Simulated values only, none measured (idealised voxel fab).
process module | voxel ribs on slabs
cross-section cut | 185 nm wide | cells 5 nm
A cross-section is a grid of square cells, given in bands from the top down. A band is one or more rows of cells.
Each band's line starts with the height of the band's top and of its bottom, in nm. Then come its materials from left to right, each with its width in nm. One material with "throughout" fills the band from edge to edge. "air" is empty space.
Height 0 is the level under which the wafer as received is all one material. The lowest band goes on downwards, as in "0 down".
A width such as "30 to 40" changes by the same amount from each row of cells to the next, from the band's top row to its bottom row.
"no change" after a step means that no cell of the cross-section changed.
closed voids: empty space of 8 cells or more with no open way to the top, each as width x height at its distance from the left edge, in nm
after a step's settings: what the simulator itself notes on the step
overlay nm, on a step with a mask: how far to the right of its planned place the mask lay; to the left if negative
plan
1 op RECEIVE | material Si
2 op DIRECTIONAL_DEP | material SiO2 | thk nm 25
3 op DIRECTIONAL_DEP | material polySi | thk nm 15
4 op PATTERN | tone cover | mask id RIB | material resist | width nm 15 | thk nm 20 | overlay nm 0
5 op DIRECTIONAL_ETCH | etch materials polySi | depth nm 5
6 op STRIP | etch materials resist
7 op PATTERN | tone cover | mask id SLAB | material resist | width nm 55 | thk nm 20 | overlay nm 0
8 op DIRECTIONAL_ETCH | etch materials polySi | depth nm 10
9 op STRIP | etch materials resist
10 op FILL_DEP | material SiO2 | thk nm 20
11 op CMP | height nm 50
12 op DIRECTIONAL_DEP | material TiN | thk nm 5
13 op PATTERN | tone cover | mask id HEATER | material resist | width nm 25 | thk nm 20 | overlay nm 0
14 op DIRECTIONAL_ETCH | etch materials TiN | depth nm 5
15 op STRIP | etch materials resist
16 op CONFORMAL_DEP | material SiO2 | thk nm 5
as received, after step 1
  0 down: Si throughout
  closed voids: none
first wafer at the end, as planned
  60 to 55: air 75 | SiO2 35 | air 75
  55 to 50: SiO2 80 | TiN 25 | SiO2 80
  50 to 40: SiO2 throughout
  40 to 35: SiO2 85 | polySi 15 | SiO2 85
  35 to 25: SiO2 65 | polySi 55 | SiO2 65
  25 to 0: SiO2 throughout
  0 down: Si throughout
  closed voids: none
second wafer at the end: like start, like plan, one mistake
  60 to 55: air 75 | SiO2 35 | air 75
  55 to 50: SiO2 80 | TiN 25 | SiO2 80
  50 to 40: SiO2 throughout
  40 to 35: SiO2 65 | polySi 20 | SiO2 15 | polySi 20 | SiO2 65
  35 to 30: SiO2 65 | polySi 55 | SiO2 65
  30 to 25: polySi throughout
  25 to 0: SiO2 throughout
  0 down: Si throughout
  closed voids: none
what went wrong: step 4 ran as: op PATTERN | tone open | mask id RIB | material resist | width nm 15 | thk nm 20 | overlay nm 0
at the end the second wafer has, in cells: 31 fewer of SiO2 | 31 more of polySi
